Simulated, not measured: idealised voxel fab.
Name of the process module below: voxel self aligned vias
Displayed cross-section: cut, width of 270 nm, square cells sized 5 nm.
Just so we're on the same page, the cross-sections are grids of square cells, and they're listed out in bands top to bottom, each band one or more rows deep. Within each band entry, the heights of the top and of the bottom of the band appear first, in that order and in nm; the materials of the band then follow from left to right, each with its corresponding width in nm. The designation "edge to edge" on a single material indicates that it fills the band from edge to edge; the designation "empty" indicates empty space. Ref level 0: as-received wafer is one material below here. Bottom band extends down with no lower bound ("0 down"). Width "30..40": first value at the band's top row of cells, second value at its bottom row, equal change from row to row. "all unchanged" -> step changed no cross-section cell. You'll see "Tabulated closed voids" listing empty spaces that have no way open to the top, as long as they're 8 cells or more; the notation is width x height at distance, where the distance is from the left edge, and all of it is in nm. On a step's line, text after the settings is the simulator commenting on that step. The setting "overlay nm" may be written on the line of a step. When the step uses a mask, the value reports how far to the right of the planned place the mask lay, and a negative value reports that it lay to the left.
LIST OF PLANNED PROCESS STEPS
| 1 | RECEIVE with material Si |
| 2 | CONFORMAL_DEP with material SiO2, thk nm 15 |
| 3 | CONFORMAL_DEP with material SiCN, thk nm 5 |
| 4 | DIRECTIONAL_DEP with material lowk, thk nm 25 |
| 5 | MASKED_ETCH with tone open, mask id LINES, width nm 30, pitch nm 70, etch materials lowk, depth nm 25, overlay nm 0 |
| 6 | CONFORMAL_DEP with material TiN, thk nm 5 |
| 7 | FILL_DEP with material W, thk nm 10 |
| 8 | CMP with height nm 45 |
| 9 | SELECTIVE_ETCH with etch materials W Ru TiN, depth nm 5 |
| 10 | FILL_DEP with material SiN, thk nm 10 |
| 11 | CMP with height nm 45 |
| 12 | DIRECTIONAL_DEP with material lowk, thk nm 15 |
| 13 | DIRECTIONAL_DEP with material aC, thk nm 15 |
| 14 | PATTERN with tone open, mask id VIAS, material resist, width nm 50, pitch nm 70, thk nm 30, overlay nm -15 |
| 15 | DIRECTIONAL_ETCH with etch materials aC, depth nm 15 |
| 16 | STRIP with etch materials resist |
| 17 | DIRECTIONAL_ETCH with etch materials lowk, depth nm 15 |
| 18 | DIRECTIONAL_ETCH with etch materials SiN, depth nm 5 |
| 19 | STRIP with etch materials aC |
| 20 | CONFORMAL_DEP with material TiN, thk nm 5 |
| 21 | FILL_DEP with material W, thk nm 5 |
| 22 | CMP with height nm 60 |
| 23 | CONFORMAL_DEP with material SiN, thk nm 5 |
For clarity, it should be stated that the wafers under discussion commence in an identical condition and differ with respect to the overlay nm of step 14, the plan indicating the value that the first wafer had.
THE FIRST OF SEVERAL WAFERS IN CROSS-SECTION, EXACTLY AS IT REACHED US AFTER STEP 1
    0 down  Si edge to edge
    Tabulated closed voids: none
HERE IS THE CROSS-SECTION OF THE FIRST OF SEVERAL WAFERS AT THE END OF THE MODULE, AFTER ITS LAST STEP, STEP 23
    65 to 60  SiN edge to edge
    60 to 50  lowk 25 nm, TiN 5 nm, W 40 nm, TiN 5 nm, lowk 20 nm, TiN 5 nm, W 40 nm, TiN 5 nm, lowk 20 nm, TiN 5 nm, W 40 nm, TiN 5 nm, lowk 55 nm
    50 to 45  lowk 25 nm, TiN 30 nm, W 15 nm, TiN 5 nm, lowk 20 nm, TiN 30 nm, W 15 nm, TiN 5 nm, lowk 20 nm, TiN 30 nm, W 15 nm, TiN 5 nm, lowk 55 nm
    45 to 40  lowk 50 nm, TiN 25 nm, SiN 5 nm, lowk 40 nm, TiN 25 nm, SiN 5 nm, lowk 40 nm, TiN 25 nm, SiN 5 nm, lowk 50 nm
    40 to 25  lowk 50 nm, TiN 5 nm, W 20 nm, TiN 5 nm, lowk 40 nm, TiN 5 nm, W 20 nm, TiN 5 nm, lowk 40 nm, TiN 5 nm, W 20 nm, TiN 5 nm, lowk 50 nm
    25 to 20  lowk 50 nm, TiN 30 nm, lowk 40 nm, TiN 30 nm, lowk 40 nm, TiN 30 nm, lowk 50 nm
    20 to 15  SiCN edge to edge
    15 to 0  SiO2 edge to edge
    0 down  Si edge to edge
    Tabulated closed voids: none
LAST WAFER OF THE SET, CROSS-SECTIONED AT END OF MODULE
    65 to 60  SiN edge to edge
    60 to 50  lowk 55 nm, TiN 5 nm, W 40 nm, TiN 5 nm, lowk 20 nm, TiN 5 nm, W 40 nm, TiN 5 nm, lowk 20 nm, TiN 5 nm, W 40 nm, TiN 5 nm, lowk 25 nm
    50 to 45  lowk 55 nm, TiN 5 nm, W 15 nm, TiN 30 nm, lowk 20 nm, TiN 5 nm, W 15 nm, TiN 30 nm, lowk 20 nm, TiN 5 nm, W 15 nm, TiN 30 nm, lowk 25 nm
    45 to 40  lowk 50 nm, SiN 5 nm, TiN 25 nm, lowk 40 nm, SiN 5 nm, TiN 25 nm, lowk 40 nm, SiN 5 nm, TiN 25 nm, lowk 50 nm
    40 to 25  lowk 50 nm, TiN 5 nm, W 20 nm, TiN 5 nm, lowk 40 nm, TiN 5 nm, W 20 nm, TiN 5 nm, lowk 40 nm, TiN 5 nm, W 20 nm, TiN 5 nm, lowk 50 nm
    25 to 20  lowk 50 nm, TiN 30 nm, lowk 40 nm, TiN 30 nm, lowk 40 nm, TiN 30 nm, lowk 50 nm
    20 to 15  SiCN edge to edge
    15 to 0  SiO2 edge to edge
    0 down  Si edge to edge
    Tabulated closed voids: none
FOR YOUR REFERENCE, THE TABLE IS ORGANIZED WITH A ROW PER WAFER; EACH ROW REFLECTS THE WAFER AT THE END OF THE MODULE, INDICATING FOR EACH MATERIAL THE CELLS GAINED (+) OR LOST (-) SINCE RECEIPT, AND THEREAFTER ITS CLOSED VOIDS
overlay nm -15 | +54 SiCN | +57 SiN | +162 SiO2 | +84 TiN | +93 W | +252 lowk | Tabulated closed voids: none
overlay nm -10 | +54 SiCN | +54 SiN | +162 SiO2 | +84 TiN | +96 W | +252 lowk | Tabulated closed voids: none
overlay nm -5 | +54 SiCN | +54 SiN | +162 SiO2 | +84 TiN | +96 W | +252 lowk | Tabulated closed voids: none
overlay nm 0 | +54 SiCN | +54 SiN | +162 SiO2 | +84 TiN | +96 W | +252 lowk | Tabulated closed voids: none
overlay nm 5 | +54 SiCN | +54 SiN | +162 SiO2 | +84 TiN | +96 W | +252 lowk | Tabulated closed voids: none
overlay nm 10 | +54 SiCN | +54 SiN | +162 SiO2 | +84 TiN | +96 W | +252 lowk | Tabulated closed voids: none
overlay nm 15 | +54 SiCN | +57 SiN | +162 SiO2 | +84 TiN | +93 W | +252 lowk | Tabulated closed voids: none
